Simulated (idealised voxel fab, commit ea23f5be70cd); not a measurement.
The process module that follows is named voxel self aligned vias.
Cross-section cut spans 220 nm and uses square cells 5 nm in size.
Cross-section format: a grid of square cells, given as bands from top to bottom; each band is one or more rows of cells.
It is stipulated that each band's entry specify, in nanometres, the height of the top of the band and then that of its bottom, followed by the materials of the band in left-to-right sequence, each together with its width in nanometres. A single material marked by the word "all across" is understood to fill the band from edge to edge; the word "blank" is understood to denote empty space.
Note: height 0 marks the level under which the wafer is uniformly one material as received. Lowest band unbounded below, written "0..down".
Read "30 to 40" as a graded width: first number on top, second number at the bottom, same change between each pair of neighbouring rows.
What does "nothing was modified" mean for a step? It means no cell of the cross-section changed in that step.
This entry, "Closed cavities", enumerates those empty regions of no fewer than 8 cells that possess no open connection to the top. Each region is reported in the form width x height at distance, the distance being taken from the left edge, with all three quantities expressed in nm.
Note: text after step settings on the step line = simulator remark on that step.
Each step line may optionally specify "overlay nm", which for a step with a mask gives the rightward distance between the mask's planned place and where it lay, a negative value indicating the leftward direction.
Process steps foreseen in the plan
1: RECEIVE | material Si
2: CONFORMAL_DEP | material SiO2 | thk nm 10
3: CONFORMAL_DEP | material SiCN | thk nm 5
4: DIRECTIONAL_DEP | material lowk | thk nm 25
5: MASKED_ETCH | tone open | mask id LINES | width nm 20 | pitch nm 60 | etch materials lowk | depth nm 25 | overlay nm 0
6: CONFORMAL_DEP | material TiN | thk nm 5
7: FILL_DEP | material W | thk nm 5
8: CMP | height nm 40
9: SELECTIVE_ETCH | etch materials W Ru TiN | depth nm 5
10: FILL_DEP | material SiN | thk nm 10
11: CMP | height nm 40
12: DIRECTIONAL_DEP | material lowk | thk nm 20
13: MASKED_ETCH | tone open | mask id VIAS | width nm 40 | pitch nm 60 | etch materials lowk | depth nm 20 | overlay nm 0
14: MASKED_ETCH | tone open | mask id VIAS | width nm 40 | pitch nm 60 | etch materials SiN | depth nm 5 | overlay nm 0
15: CONFORMAL_DEP | material TiN | thk nm 5
16: FILL_DEP | material W | thk nm 5
17: CMP | height nm 60
18: CONFORMAL_DEP | material SiN | thk nm 5
Cross-section of the wafer at receipt, which is the condition after step 1
- 0..down = Si all across
- Closed cavities: none
First of two wafers, end-of-module section, run followed plan
- 65..60 = SiN all across
- 60..45 = lowk=60 | TiN=5 | W=30 | TiN=5 | lowk=20 | TiN=5 | W=30 | TiN=5 | lowk=60
- 45..40 = lowk=60 | TiN=15 | W=10 | TiN=15 | lowk=20 | TiN=15 | W=10 | TiN=15 | lowk=60
- 40..35 = lowk=70 | TiN=20 | lowk=40 | TiN=20 | lowk=70
- 35..20 = lowk=70 | TiN=5 | W=10 | TiN=5 | lowk=40 | TiN=5 | W=10 | TiN=5 | lowk=70
- 20..15 = lowk=70 | TiN=20 | lowk=40 | TiN=20 | lowk=70
- 15..10 = SiCN all across
- 10..0 = SiO2 all across
- 0..down = Si all across
- Closed cavities: none
End-of-module cross-section of the second wafer: identical starting point and process plan to the first, with one processing mistake
- 65..60 = SiN all across
- 60..40 = lowk=60 | TiN=5 | W=30 | TiN=5 | lowk=20 | TiN=5 | W=30 | TiN=5 | lowk=60
- 40..35 = lowk=60 | TiN=40 | lowk=20 | TiN=40 | lowk=60
- 35..30 = lowk=60 | TiN=15 | W=10 | TiN=15 | lowk=20 | TiN=15 | W=10 | TiN=15 | lowk=60
- 30..20 = lowk=70 | TiN=5 | W=10 | TiN=5 | lowk=40 | TiN=5 | W=10 | TiN=5 | lowk=70
- 20..15 = lowk=70 | TiN=20 | lowk=40 | TiN=20 | lowk=70
- 15..10 = SiCN all across
- 10..0 = SiO2 all across
- 0..down = Si all across
- Closed cavities: none
Which mistake was made when the wafer was run? step 13: run off-plan, actual operation and settings MASKED_ETCH | tone open | mask id VIAS | width nm 40 | pitch nm 60 | etch materials lowk | depth nm 30 | overlay nm 0
Once processing is complete, comparing cell counts shows that the second wafer has more or fewer of certain materials than the first: TiN +8; W +8; lowk -16
